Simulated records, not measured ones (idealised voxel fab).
The process module presented herein is designated voxel ribs on slabs.
The width of the displayed cross-section, cut, is 270 nm; its cells are square, with a size of 5 nm.
How to read a cross-section here: the picture is a grid of square cells, written as bands going from the top down, and any band can span one or more rows of cells. Heads up on the band format: heights come first, top then bottom, in nm. After that it's the materials left to right, each with its width in nm. A single material flagged "edge to edge" fills the whole band edge to edge, and "blank" means there's empty space there. Heights are measured from 0, the level below which the as-received wafer is all one material; the lowest band has no bottom and continues downward, written as in "0..down". A width such as "30..40" changes by the same amount from each row of cells to the next, from the band's top row to its bottom row. "no modification", as given for a step, is the statement that not any cell of the cross-section underwent a change during that step. Each empty space that has no open way to the top and spans at least 8 cells appears under "Voids, fully enclosed" as width x height at distance, the distance counted from the left edge, all in nm. Where a step's line continues beyond its settings, the continuation is a remark by the simulator itself on that step. On any step carrying a mask, the "overlay nm" setting, if present on the step's line, tells how far right of its planned place the mask lay; negative values point to the left.

# This section lists the process steps that were planned
- 1: RECEIVE, material Si
- 2: DIRECTIONAL_DEP, material SiO2, thk nm 30
- 3: DIRECTIONAL_DEP, material SiN, thk nm 20
- 4: PATTERN, tone cover, mask id RIB, material resist, width nm 25, thk nm 20, overlay nm 0
- 5: DIRECTIONAL_ETCH, etch materials SiN, depth nm 15
- 6: STRIP, etch materials resist
- 7: PATTERN, tone cover, mask id SLAB, material resist, width nm 55, thk nm 20, overlay nm -15
- 8: DIRECTIONAL_ETCH, etch materials SiN, depth nm 5
- 9: STRIP, etch materials resist
- 10: FILL_DEP, material SiO2, thk nm 15
- 11: CMP, height nm 60
- 12: DIRECTIONAL_DEP, material W, thk nm 10
- 13: MASKED_ETCH, tone cover, mask id HEATER, width nm 35, etch materials W, depth nm 10, overlay nm 0
- 14: CONFORMAL_DEP, material SiN, thk nm 5
Variable across wafers: step 7 overlay nm (plan value is that of the first wafer; starting state common to all).

# The first of several wafers, as received after step 1, seen in section
	0..down: Si edge to edge
	Voids, fully enclosed: none

# So in this table every wafer gets its own row, and what you see is where it stands at the end of the module: for each material, how many cells it picked up (+) or gave up (-) since we received it, and after that its closed voids
overlay nm -15 | +84 SiN | +622 SiO2 | +14 W | Voids, fully enclosed: none
overlay nm -10 | +84 SiN | +622 SiO2 | +14 W | Voids, fully enclosed: none
overlay nm -5 | +84 SiN | +622 SiO2 | +14 W | Voids, fully enclosed: none
overlay nm 0 | +84 SiN | +622 SiO2 | +14 W | Voids, fully enclosed: none
overlay nm 5 | +84 SiN | +622 SiO2 | +14 W | Voids, fully enclosed: none
overlay nm 10 | +84 SiN | +622 SiO2 | +14 W | Voids, fully enclosed: none
overlay nm 15 | +84 SiN | +622 SiO2 | +14 W | Voids, fully enclosed: none
